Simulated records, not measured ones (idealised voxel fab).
Process module, titled voxel self aligned contacts
cross-section cut | 215 nm wide | cells 5 nm
Heads up, the way a cross-section reads in here is a grid of square cells, handed over as bands from the top down, with every band being one or more rows of cells.
Heights first: top, then bottom, in nm. Then materials, left to right, each with a width in nm. "edge to edge" on a single material: fills the band edge to edge. "air": empty space.
Where do heights start? At 0: under that level the wafer as delivered is made of one material only. And the lowest band has no floor; it just carries on downward, as in "0..down".
So if you see something like "30->40" for the width, read it as the top row of the band sitting at the first number and the bottom row at the second, with every row in between moving by the same amount as the last.
Given "no alteration" for a step, no cell of the cross-section differs between before and after that step.
"Sealed void listing" enumerates empty spaces isolated from the top, with no open way to it, that contain at least 8 cells, giving each as width x height at distance from the left edge, all three in nm.
Read whatever lies past the settings on a step's line as the simulator's own remark about the step.
What "overlay nm" on a step's line means: if the step has a mask, that mask lay this far to the right of its planned place, or, when the value is negative, to the left.
## Planned process steps
1: RECEIVE [material Si]
2: CONFORMAL_DEP [material SiO2] [thk nm 5]
3: DIRECTIONAL_DEP [material polySi] [thk nm 30]
4: DIRECTIONAL_DEP [material SiN] [thk nm 25]
5: PATTERN [tone cover] [mask id GATE] [material resist] [width nm 30] [pitch nm 70] [thk nm 15] [overlay nm 0]
6: DIRECTIONAL_ETCH [etch materials SiN] [depth nm 25]
7: DIRECTIONAL_ETCH [etch materials polySi] [depth nm 30]
8: STRIP [etch materials resist]
9: CONFORMAL_DEP [material SiN] [thk nm 10]
10: DIRECTIONAL_ETCH [etch materials SiN] [depth nm 10]
11: FILL_DEP [material SiO2] [thk nm 10]
12: CMP [height nm 65]
13: DIRECTIONAL_DEP [material aC] [thk nm 15]
14: PATTERN [tone open] [mask id CONTACT] [material resist] [width nm 50] [pitch nm 70] [thk nm 35] [overlay nm 0]
15: DIRECTIONAL_ETCH [etch materials aC] [depth nm 15]
16: STRIP [etch materials resist]
17: DIRECTIONAL_ETCH [etch materials SiO2] [depth nm 65]
18: STRIP [etch materials aC]
19: CONFORMAL_DEP [material TiN] [thk nm 5]
20: FILL_DEP [material W] [thk nm 10]
21: CMP [height nm 65]
22: CONFORMAL_DEP [material SiN] [thk nm 5]
## Cross-section: wafer on arrival = after step 1
> 0..down | Si edge to edge
> Sealed void listing: none
## One mistake in running the module, otherwise start and plan as above: cross-section at the end
> 85..80 | SiN edge to edge
> 80..70 | W edge to edge
> 70..65 | TiN 50 nm, then W 40 nm, then TiN 30 nm, then W 40 nm, then TiN 55 nm
> 65..60 | SiO2 45 nm, then TiN 20 nm, then W 10 nm, then TiN 20 nm, then SiO2 20 nm, then TiN 20 nm, then W 10 nm, then TiN 20 nm, then SiO2 50 nm
> 60..35 | SiO2 10 nm, then SiN 50 nm, then TiN 5 nm, then W 10 nm, then TiN 5 nm, then SiN 50 nm, then TiN 5 nm, then W 10 nm, then TiN 5 nm, then SiN 50 nm, then SiO2 15 nm
> 35..5 | SiO2 10 nm, then SiN 10 nm, then polySi 30 nm, then SiN 10 nm, then TiN 5 nm, then W 10 nm, then TiN 5 nm, then SiN 10 nm, then polySi 30 nm, then SiN 10 nm, then TiN 5 nm, then W 10 nm, then TiN 5 nm, then SiN 10 nm, then polySi 30 nm, then SiN 10 nm, then SiO2 15 nm
> 5..0 | SiO2 60 nm, then TiN 20 nm, then SiO2 50 nm, then TiN 20 nm, then SiO2 65 nm
> 0..down | Si edge to edge
> Sealed void listing: none
What was the processing mistake? step 21 of the plan was omitted and not executed
